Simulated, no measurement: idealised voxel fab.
process module | voxel gate over fins
cross-section cut | 245 nm wide | cells 5 nm
A cross-section is a grid of square cells, given in bands from the top down. A band is one or more rows of cells.
Each band's line starts with the height of the band's top and of its bottom, in nm. Then come its materials from left to right, each with its width in nm. One material with "throughout" fills the band from edge to edge. "air" is empty space.
Height 0 is the level under which the wafer as received is all one material. The lowest band goes on downwards, as in "0 down".
A width such as "30 to 40" changes by the same amount from each row of cells to the next, from the band's top row to its bottom row.
"no change" after a step means that no cell of the cross-section changed.
closed voids: empty space of 8 cells or more with no open way to the top, each as width x height at its distance from the left edge, in nm
after a step's settings: what the simulator itself notes on the step
overlay nm, on a step with a mask: how far to the right of its planned place the mask lay; to the left if negative
plan
1 op RECEIVE | material Si
2 op CONFORMAL_DEP | material SiN | thk nm 10
3 op DIRECTIONAL_DEP | material aC | thk nm 10
4 op PATTERN | tone cover | mask id FINS | material resist | width nm 15 | pitch nm 55 | thk nm 30 | overlay nm 0
5 op DIRECTIONAL_ETCH | etch materials aC | depth nm 10
6 op STRIP | etch materials resist
7 op DIRECTIONAL_ETCH | etch materials SiN | depth nm 10
8 op DIRECTIONAL_ETCH | etch materials Si | depth nm 40
9 op STRIP | etch materials aC
10 op OXIDIZE | depth nm 5
11 op FILL_DEP | material SiO2 | thk nm 10
12 op CMP | height nm 10
13 op PATTERN | tone open | mask id RAIL | material resist | width nm 15 | thk nm 15 | overlay nm 0
14 op DIRECTIONAL_ETCH | etch materials SiO2 | depth nm 45
15 op STRIP | etch materials resist
16 op CONFORMAL_DEP | material TiN | thk nm 5
17 op FILL_DEP | material Ru | thk nm 10
18 op CMP | height nm 10
19 op SELECTIVE_ETCH | etch materials W Ru TiN | depth nm 30
20 op FILL_DEP | material SiO2 | thk nm 5
21 op CMP | height nm 10
22 op SELECTIVE_ETCH | etch materials SiO2 | depth nm 20
23 op STRIP | etch materials SiN
24 op CONFORMAL_DEP | material HfO2 | thk nm 5
25 op CONFORMAL_DEP | material TiN | thk nm 5
26 op FILL_DEP | material W | thk nm 15
27 op CMP | height nm 20
28 op CONFORMAL_DEP | material SiN | thk nm 5
as received, after step 1
  0 down: Si throughout
  closed voids: none
a wafer at the end: this start, this plan, one mistake
  25 to 20: SiN throughout
  20 to 10: W throughout
  10 to 5: W 80 | TiN 30 | W 25 | TiN 30 | W 80
  5 to 0: W 80 | TiN 5 | HfO2 20 | TiN 5 | W 25 | TiN 5 | HfO2 20 | TiN 5 | W 80
  0 to -5: TiN 85 | HfO2 5 | Si 10 | HfO2 5 | TiN 35 | HfO2 5 | Si 10 | HfO2 5 | TiN 85
  -5 to -10: HfO2 90 | Si 10 | HfO2 45 | Si 10 | HfO2 90
  -10 to -20: SiO2 90 | Si 10 | SiO2 45 | Si 10 | SiO2 90
  -20 to -30: SiO2 90 | Si 10 | SiO2 10 | TiN 5 | Ru 5 | TiN 5 | SiO2 20 | Si 10 | SiO2 90
  -30 to -35: SiO2 90 | Si 10 | SiO2 10 | TiN 15 | SiO2 20 | Si 10 | SiO2 90
  -35 to -45: SiO2 90 | Si 10 | SiO2 45 | Si 10 | SiO2 90
  -45 down: Si throughout
  closed voids: none
what went wrong: step 4 ran as: op PATTERN | tone cover | mask id FINS | material resist | width nm 20 | pitch nm 55 | thk nm 30 | overlay nm 0
